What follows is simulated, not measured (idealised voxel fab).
process module | voxel self aligned contacts
It is cross-section cut that appears here, measuring 200 nm in width, its square cells being 5 nm in size.
In what follows, cross-sections appear as grids of square cells, described through bands that run from the top down, where every band is one or more rows of cells.
Heads up on the band format: heights come first, top then bottom, in nm. After that it's the materials left to right, each with its width in nm. A single material flagged "edge to edge" fills the whole band edge to edge, and "blank" means there's empty space there.
A quick word on heights: they are counted from 0, and under that level the wafer as it came to us is one material throughout. The lowest band is different from the rest in having no bottom; it simply continues downward, written as in "from 0 down".
So if you see something like "30 to 40" for the width, read it as the top row of the band sitting at the first number and the bottom row at the second, with every row in between moving by the same amount as the last.
Step marked "stayed the same"? Then no cell in the cross-section changed in it.
Entry "Closed void inventory". Content: empty spaces with no open connection to the top, size 8 cells or greater. Each: width x height at distance. Distance: from left edge. Unit: nm.
Note: text after step settings on the step line = simulator remark on that step.
Steps that use a mask can have "overlay nm" on their line. It says how far the mask sat to the right of where it was meant to be. Negative means to the left.
**plan**
1) RECEIVE (material Si)
2) CONFORMAL_DEP (material SiO2; thk nm 5)
3) DIRECTIONAL_DEP (material polySi; thk nm 30)
4) DIRECTIONAL_DEP (material SiN; thk nm 20)
5) DIRECTIONAL_DEP (material aC; thk nm 15)
6) PATTERN (tone cover; mask id GATE; material resist; width nm 25; pitch nm 60; thk nm 30; overlay nm 0)
7) DIRECTIONAL_ETCH (etch materials aC; depth nm 15)
8) STRIP (etch materials resist)
9) DIRECTIONAL_ETCH (etch materials SiN; depth nm 20)
10) DIRECTIONAL_ETCH (etch materials polySi; depth nm 30)
11) STRIP (etch materials aC)
12) CONFORMAL_DEP (material SiN; thk nm 10)
13) DIRECTIONAL_ETCH (etch materials SiN; depth nm 10)
14) FILL_DEP (material SiO2; thk nm 15)
15) CMP (height nm 60)
16) MASKED_ETCH (tone open; mask id CONTACT; width nm 45; etch materials SiO2; depth nm 60; overlay nm 0)
17) CONFORMAL_DEP (material TiN; thk nm 5)
18) FILL_DEP (material Ru; thk nm 5)
19) CMP (height nm 60)
20) CONFORMAL_DEP (material SiN; thk nm 5)
**Cross-section of the wafer at receipt, which is the condition after step 1**
from 0 down | Si edge to edge
Closed void inventory: none
**Final cross-section, module run with one mistake (start and plan as above)**
from 65 to 60 | SiN edge to edge
from 60 to 55 | 70 of SiO2 | 25 of TiN | 5 of Ru | 15 of TiN | 85 of SiO2
from 55 to 35 | 45 of SiO2 | 45 of SiN | 5 of TiN | 5 of Ru | 5 of TiN | 45 of SiN | 50 of SiO2
from 35 to 5 | 45 of SiO2 | 10 of SiN | 25 of polySi | 10 of SiN | 5 of TiN | 5 of Ru | 5 of TiN | 10 of SiN | 25 of polySi | 10 of SiN | 50 of SiO2
from 5 to 0 | 90 of SiO2 | 15 of TiN | 95 of SiO2
from 0 down | Si edge to edge
Closed void inventory: none
Heads up, the wafer didn't run the way we planned it: off-plan run, step 16, actual operation and settings MASKED_ETCH (tone open; mask id CONTACT; width nm 45; etch materials SiO2; depth nm 60; overlay nm -5)
